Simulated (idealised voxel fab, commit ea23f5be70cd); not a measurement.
Documented hereafter: the process module known as voxel gate over fins.
Cross-section cut: width 230 nm, square cells of 5 nm.
Cross-section, as written here: a square-cell grid given band by band from the top down, where a band holds one or more rows of cells. What a band's entry tells you: where the top is and where the bottom is, as heights in nm, and after that what lies inside, material by material from left to right, each with its width in nm. Empty space is written as the word "air", and a single material marked with the word "throughout" occupies the band from edge to edge. Height 0 is the level under which the wafer as received is all one material. The lowest band goes on downwards, as in "0 -> down". The two numbers in a width such as "30..40" mark its ends across the band: the first belongs to the top row of cells, the second to the bottom row, and from each row to the next the width moves by the same amount. The designation "no alteration", where it is given for a processing step, indicates that no cell of the cross-section was altered in the course of that step. Closed empty spaces (no open way to the top) of 8 cells or more are what "Non-vented voids" lists, each as width x height at distance from the left edge, nm for all three. Heads up: the bit after the settings on a step's line is the simulator's remark on that step. For masked steps, "overlay nm" on the step line gives how far right of plan the mask actually lay; a minus sign means it lay to the left.

[The steps planned for the process are as follows]
| 1 | RECEIVE (material Si) |
| 2 | CONFORMAL_DEP (material SiN; thk nm 10) |
| 3 | PATTERN (tone cover; mask id FINS; material resist; width nm 15; pitch nm 40; thk nm 15; overlay nm -15) |
| 4 | DIRECTIONAL_ETCH (etch materials SiN; depth nm 10) |
| 5 | DIRECTIONAL_ETCH (etch materials Si; depth nm 35) |
| 6 | STRIP (etch materials resist) |
| 7 | FILL_DEP (material SiO2; thk nm 5) |
| 8 | CMP (height nm 10) |
| 9 | SELECTIVE_ETCH (etch materials SiO2; depth nm 20) |
| 10 | STRIP (etch materials SiN) |
| 11 | CONFORMAL_DEP (material HfO2; thk nm 5) |
| 12 | CONFORMAL_DEP (material TiN; thk nm 5) |
| 13 | CONFORMAL_DEP (material TiAl; thk nm 5) |
| 14 | CONFORMAL_DEP (material TiN; thk nm 5) |
| 15 | FILL_DEP (material W; thk nm 15) |
| 16 | CMP (height nm 30) |
| 17 | CONFORMAL_DEP (material SiCN; thk nm 5) |
varied across the wafers: overlay nm of step 3. The plan shows the first wafer's value. All wafers start alike

[As-received state after step 1, first of several wafers, cross-section]
0 -> down = Si throughout
Non-vented voids: none

[Tabulated below, wafer by wafer, are the end-of-module results: for each material, the number of cells gained (+) or lost (-) relative to the as-received state, followed by the closed voids]
overlay nm -15 | +58 HfO2 | -259 Si | +46 SiCN | +185 SiO2 | +54 TiAl | +108 TiN | +130 W | Non-vented voids: none
overlay nm -10 | +58 HfO2 | -259 Si | +46 SiCN | +185 SiO2 | +54 TiAl | +108 TiN | +130 W | Non-vented voids: none
overlay nm -5 | +58 HfO2 | -259 Si | +46 SiCN | +185 SiO2 | +54 TiAl | +108 TiN | +130 W | Non-vented voids: none
overlay nm 0 | +58 HfO2 | -259 Si | +46 SiCN | +185 SiO2 | +54 TiAl | +108 TiN | +130 W | Non-vented voids: none
overlay nm 5 | +58 HfO2 | -259 Si | +46 SiCN | +185 SiO2 | +54 TiAl | +108 TiN | +130 W | Non-vented voids: none
overlay nm 10 | +58 HfO2 | -259 Si | +46 SiCN | +185 SiO2 | +54 TiAl | +108 TiN | +130 W | Non-vented voids: none
overlay nm 15 | +58 HfO2 | -259 Si | +46 SiCN | +185 SiO2 | +54 TiAl | +108 TiN | +130 W | Non-vented voids: none
